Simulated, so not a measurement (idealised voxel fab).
The document below concerns the process module designated voxel released beams.
Square cell edge 5 nm, section width 205 nm, ID cut.
When this document writes out a cross-section, it uses a grid of square cells and lists it as bands, beginning at the top and moving down, with a band standing for one or more rows of cells. Top, bottom (nm), then materials left to right with widths (nm); lone material tagged "everywhere" fills the whole band edge to edge; "air" = empty space. Heights are expressed relative to 0, this being the level below which the as-received wafer comprises one material exclusively. The lowest band is unbounded in the downward direction and is denoted as in "from 0 down". The notation "30->40" denotes a width that varies across the rows of cells in the band, beginning at the first number in the top row, finishing at the second number in the bottom row, and changing by an identical amount from each row to the next. "identical to before" means the step left every cell of the cross-section as it was. Empty spaces counting at least 8 cells and having no open way to the top are listed in "Cavities, closed". The notation width x height at distance is used for each, the distance being from the left edge and all three values in nm. It should be noted that, on the line of a given step, the content following the step's settings is a remark produced by the simulator itself with respect to that step. overlay nm, on a step with a mask: how far to the right of its planned place the mask lay; to the left if negative.
-- Process steps (planned)
1 RECEIVE (material Si)
2 CONFORMAL_DEP (material SiN; thk nm 5)
3 DIRECTIONAL_DEP (material SiO2; thk nm 20)
4 MASKED_ETCH (tone open; mask id ANCHOR; width nm 35; etch materials SiO2; depth nm 20; overlay nm 0)
5 CONFORMAL_DEP (material W; thk nm 15)
6 DIRECTIONAL_DEP (material aC; thk nm 15)
7 PATTERN (tone cover; mask id BEAM; material resist; width nm 120; thk nm 35; overlay nm 0)
8 DIRECTIONAL_ETCH (etch materials aC; depth nm 15)
9 STRIP (etch materials resist)
10 DIRECTIONAL_ETCH (etch materials W; depth nm 15)
11 STRIP (etch materials aC)
12 STRIP (etch materials SiO2)
Across this set of wafers, the varied parameter is the width nm of step 4. Starting conditions are identical for every wafer, and the plan reports the value assigned to the first wafer.
-- As received, i.e. after step 1: cross-section through the first of several wafers
* from 0 down = Si everywhere
* Cavities, closed: none
-- Per-wafer rows below. For each material: cells gained (+) or lost (-) since the wafer was received, as of end of module. Then: closed voids
width nm 35; +41 SiN; +96 W; Cavities, closed: none
width nm 40; +41 SiN; +96 W; Cavities, closed: none
width nm 45; +41 SiN; +96 W; Cavities, closed: none
width nm 50; +41 SiN; +96 W; Cavities, closed: none
width nm 55; +41 SiN; +96 W; Cavities, closed: none
width nm 60; +41 SiN; +96 W; Cavities, closed: none
